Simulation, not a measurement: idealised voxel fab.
The name of this process module is voxel released beams.
Xsec cut, 245 nm wide, square cell size 5 nm.
Cross-section layout: square cells on a grid; listed as bands, top to bottom; a band spans one or more cell rows. A band entry consists of two parts. The first gives the height of the band's top and the height of its bottom, in nm. The rest lists the band's materials from left to right, each with its width in nm. A single material labelled with the word "edge to edge" fills the band from edge to edge, and the word "air" marks empty space. Height 0 is the level under which the wafer as received is all one material. The lowest band goes on downwards, as in "z 0 and below". The notation "30 to 40" denotes a width that varies across the rows of cells in the band, beginning at the first number in the top row, finishing at the second number in the bottom row, and changing by an identical amount from each row to the next. Reading "no change" for a step: not a cell of the cross-section changed in it. Reported under the label "Listed closed voids" are the empty spaces having no open way to the top and comprising 8 cells or more; the notation for each is width x height at distance, in which the distance is measured from the left edge and all three values are in nm. Step line, after settings: the simulator's comment on this step. When a step includes a mask, the "overlay nm" setting on its line states how far to the right of its planned place that mask lay, and negative values state how far to the left.
These are the steps we planned for the process:
step 1: RECEIVE [material Si]
step 2: CONFORMAL_DEP [material Al2O3] [thk nm 5]
step 3: DIRECTIONAL_DEP [material SiO2] [thk nm 15]
step 4: PATTERN [tone open] [mask id ANCHOR] [material resist] [width nm 45] [thk nm 15] [overlay nm 0]
step 5: DIRECTIONAL_ETCH [etch materials SiO2] [depth nm 15]
step 6: STRIP [etch materials resist]
step 7: CONFORMAL_DEP [material W] [thk nm 5]
step 8: PATTERN [tone cover] [mask id BEAM] [material resist] [width nm 105] [thk nm 20] [overlay nm 0]
step 9: DIRECTIONAL_ETCH [etch materials W] [depth nm 15]
step 10: STRIP [etch materials resist]
step 11: STRIP [etch materials SiO2]
Where the wafers of this document differ is in the thk nm of step 7; they start out the same, and the plan states the value that applied to the first wafer.
The as-received cross-section of the first of several wafers corresponds to the state after step 1:
	z 0 and below: Si edge to edge
	Listed closed voids: none
End of module, by wafer: material-by-material cell gain (+) or loss (-) since receipt, then closed voids:
thk nm 5 | +49 Al2O3 | +27 W | Listed closed voids: none
thk nm 10 | +49 Al2O3 | +54 W | Listed closed voids: none
thk nm 15 | +49 Al2O3 | +81 W | Listed closed voids: none
thk nm 20 | +49 Al2O3 | +120 SiO2 | +136 W | Listed closed voids: none
thk nm 25 | +49 Al2O3 | +120 SiO2 | +188 W | Listed closed voids: none
thk nm 30 | +49 Al2O3 | +120 SiO2 | +237 W | Listed closed voids: none
